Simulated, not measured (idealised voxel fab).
Process module heading - voxel double patterning
The width of the displayed cross-section, cut, is 175 nm; its cells are square, with a size of 5 nm.
Reading order for cross-sections: top band down to bottom band. Underlying form: a grid of square cells. Band size: one or more rows of cells.
In this notation a band is specified by the heights of its top and bottom, in that order and in nm, after which its materials appear from left to right, each paired with its width in nm. The word "everywhere" attached to a single material means that material fills the band from edge to edge; the word "empty" stands for empty space.
Height is counted from the level 0, under which the received wafer is composed throughout of one material. The lowest of the bands is not closed at the bottom but continues downward, in the notation "0 -> down".
When a width is written as two numbers, as in "30->40", the first number is the width in the top row of cells of the band and the second is the width in its bottom row, and the width changes by the same amount from each row to the next.
Step marked "nothing got changed"? Then no cell in the cross-section changed in it.
"Trapped void list": empty spaces of 8 cells or more with no open way to the top, each given as width x height at distance, distance from the left edge, all in nm.
Post-settings text on a step line: simulator's own remark regarding the step.
For masked steps, "overlay nm" on the step line gives how far right of plan the mask actually lay; a minus sign means it lay to the left.
-- Planned process steps
1) RECEIVE: material Si
2) CONFORMAL_DEP: material SiN, thk nm 10
3) DIRECTIONAL_DEP: material SiO2, thk nm 15
4) DIRECTIONAL_DEP: material SiCN, thk nm 5
5) MASKED_ETCH: tone open, mask id FIRST, width nm 15, pitch nm 50, etch materials SiCN, depth nm 5, overlay nm 0
6) DIRECTIONAL_DEP: material aC, thk nm 15
7) PATTERN: tone open, mask id SECOND, material resist, width nm 15, thk nm 35, overlay nm 0
8) DIRECTIONAL_ETCH: etch materials aC, depth nm 15
9) STRIP: etch materials resist
10) DIRECTIONAL_ETCH: etch materials SiCN, depth nm 5
11) STRIP: etch materials aC
12) DIRECTIONAL_ETCH: etch materials SiO2, depth nm 15
13) STRIP: etch materials SiCN
-- What follows covers the first of two wafers; it ran as planned
-- as received, after step 1
* 0 -> down | Si everywhere
* Trapped void list: none
-- So this is the wafer cross-section right after step 2
* 10 -> 0 | SiN everywhere
* below 0: unchanged
-- So this is the wafer cross-section right after step 3
* 25 -> 10 | SiO2 everywhere
* below 10: unchanged
-- So this is the wafer cross-section right after step 4
* 30 -> 25 | SiCN everywhere
* below 25: unchanged
-- So this is the wafer cross-section right after step 5
* 30 -> 25 | 55 SiCN | 15 empty | 35 SiCN | 15 empty | 55 SiCN
* below 25: unchanged
-- So this is the wafer cross-section right after step 6
* 45 -> 40 | 55 aC | 15 empty | 35 aC | 15 empty | 55 aC
* 40 -> 30 | aC everywhere
* 30 -> 25 | 55 SiCN | 15 aC | 35 SiCN | 15 aC | 55 SiCN
* below 25: unchanged
-- So this is the wafer cross-section right after step 7
* 80 -> 45 | 80 resist | 15 empty | 80 resist
* 45 -> 40 | 55 aC | 15 resist | 35 aC | 15 resist | 55 aC
* below 40: unchanged
-- So this is the wafer cross-section right after step 8
* 65 -> 45 | 80 resist | 15 empty | 80 resist
* 45 -> 40 | 55 aC | 15 resist | 10 aC | 15 empty | 10 aC | 15 resist | 55 aC
* 40 -> 30 | 80 aC | 15 empty | 80 aC
* below 30: unchanged
-- So this is the wafer cross-section right after step 9
* 45 -> 40 | 55 aC | 15 empty | 10 aC | 15 empty | 10 aC | 15 empty | 55 aC
* below 40: unchanged
-- So this is the wafer cross-section right after step 10
* 45 -> 40 | 55 aC | 15 empty | 10 aC | 15 empty | 10 aC | 15 empty | 55 aC
* 40 -> 30 | 80 aC | 15 empty | 80 aC
* 30 -> 25 | 55 SiCN | 15 aC | 10 SiCN | 15 empty | 10 SiCN | 15 aC | 55 SiCN
* below 25: unchanged
-- So this is the wafer cross-section right after step 11
* 30 -> 25 | 55 SiCN | 15 empty | 10 SiCN | 15 empty | 10 SiCN | 15 empty | 55 SiCN
* below 25: unchanged
-- So this is the wafer cross-section right after step 12
* 30 -> 25 | 55 SiCN | 15 empty | 10 SiCN | 15 empty | 10 SiCN | 15 empty | 55 SiCN
* 25 -> 10 | 55 SiO2 | 15 empty | 10 SiO2 | 15 empty | 10 SiO2 | 15 empty | 55 SiO2
* below 10: unchanged
-- So this is the wafer cross-section right after step 13
* 25 -> 10 | 55 SiO2 | 15 empty | 10 SiO2 | 15 empty | 10 SiO2 | 15 empty | 55 SiO2
* below 10: unchanged
-- Wafer two of two - same starting point, same process plan, one mistake in execution; matches wafer one up to and including step 4
-- Here is the second wafer in cross-section at the point where step 5 of the plan should have been done
* 30 -> 25 | 50 SiCN | 25 empty | 25 SiCN | 25 empty | 50 SiCN
* below 25: unchanged
-- Here is the second wafer in cross-section at the point where step 6 of the plan should have been done
* 45 -> 40 | 50 aC | 25 empty | 25 aC | 25 empty | 50 aC
* 40 -> 30 | aC everywhere
* 30 -> 25 | 50 SiCN | 25 aC | 25 SiCN | 25 aC | 50 SiCN
* below 25: unchanged
-- Here is the second wafer in cross-section at the point where step 7 of the plan should have been done
* 80 -> 45 | 80 resist | 15 empty | 80 resist
* 45 -> 40 | 50 aC | 25 resist | 25 aC | 25 resist | 50 aC
* below 40: unchanged
-- Here is the second wafer in cross-section at the point where step 8 of the plan should have been done
* 65 -> 45 | 80 resist | 15 empty | 80 resist
* 45 -> 40 | 50 aC | 25 resist | 5 aC | 15 empty | 5 aC | 25 resist | 50 aC
* 40 -> 30 | 80 aC | 15 empty | 80 aC
* below 30: unchanged
-- Here is the second wafer in cross-section at the point where step 9 of the plan should have been done
* 45 -> 40 | 50 aC | 25 empty | 5 aC | 15 empty | 5 aC | 25 empty | 50 aC
* below 40: unchanged
-- Here is the second wafer in cross-section at the point where step 10 of the plan should have been done
* 45 -> 40 | 50 aC | 25 empty | 5 aC | 15 empty | 5 aC | 25 empty | 50 aC
* 40 -> 30 | 80 aC | 15 empty | 80 aC
* 30 -> 25 | 50 SiCN | 25 aC | 5 SiCN | 15 empty | 5 SiCN | 25 aC | 50 SiCN
* below 25: unchanged
-- Here is the second wafer in cross-section at the point where step 11 of the plan should have been done
* 30 -> 25 | 50 SiCN | 25 empty | 5 SiCN | 15 empty | 5 SiCN | 25 empty | 50 SiCN
* below 25: unchanged
-- Here is the second wafer in cross-section at the point where step 12 of the plan should have been done
* 30 -> 25 | 50 SiCN | 25 empty | 5 SiCN | 15 empty | 5 SiCN | 25 empty | 50 SiCN
* 25 -> 10 | 50 SiO2 | 25 empty | 5 SiO2 | 15 empty | 5 SiO2 | 25 empty | 50 SiO2
* below 10: unchanged
-- Here is the second wafer in cross-section at the point where step 13 of the plan should have been done
* 25 -> 10 | 50 SiO2 | 25 empty | 5 SiO2 | 15 empty | 5 SiO2 | 25 empty | 50 SiO2
* below 10: unchanged
It is concluded that the wafer was processed incorrectly with respect to the plan, in that it should be noted that step 5 was executed with settings other than those planned, the operation and settings actually applied being MASKED_ETCH: tone open, mask id FIRST, width nm 25, pitch nm 50, etch materials SiCN, depth nm 5, overlay nm 0
At the finish, the second wafer shows more or fewer cells for some materials than the first does: -12 SiO2
